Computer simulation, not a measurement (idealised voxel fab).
process module | voxel fin reveal
cross-section cut | 285 nm wide | cells 5 nm
A cross-section is a grid of square cells, given in bands from the top down. A band is one or more rows of cells.
Each band's line starts with the height of the band's top and of its bottom, in nm. Then come its materials from left to right, each with its width in nm. One material with "throughout" fills the band from edge to edge. "air" is empty space.
Height 0 is the level under which the wafer as received is all one material. The lowest band goes on downwards, as in "0 down".
A width such as "30 to 40" changes by the same amount from each row of cells to the next, from the band's top row to its bottom row.
"no change" after a step means that no cell of the cross-section changed.
closed voids: empty space of 8 cells or more with no open way to the top, each as width x height at its distance from the left edge, in nm
after a step's settings: what the simulator itself notes on the step
overlay nm, on a step with a mask: how far to the right of its planned place the mask lay; to the left if negative
plan
1 op RECEIVE | material Si
2 op CONFORMAL_DEP | material SiN | thk nm 10
3 op MASKED_ETCH | tone cover | mask id FINS | width nm 15 | pitch nm 40 | etch materials SiN | depth nm 10 | overlay nm 0
4 op MASKED_ETCH | tone cover | mask id FINS | width nm 15 | pitch nm 40 | etch materials Si | depth nm 35 | overlay nm 0
5 op FILL_DEP | material SiO2 | thk nm 10
6 op CMP | height nm 10
7 op SELECTIVE_ETCH | etch materials SiO2 | depth nm 20
8 op STRIP | etch materials SiN
9 op CONFORMAL_DEP | material SiO2 | thk nm 5
as received, after step 1
  0 down: Si throughout
  closed voids: none
a wafer at the end: this start, this plan, one mistake
  0 to -10: air 95 | Si 15 | air 25 | Si 15 | air 25 | Si 15 | air 95
  -10 to -35: SiO2 95 | Si 15 | SiO2 25 | Si 15 | SiO2 25 | Si 15 | SiO2 95
  -35 down: Si throughout
  closed voids: none
what went wrong: step 9 was left out
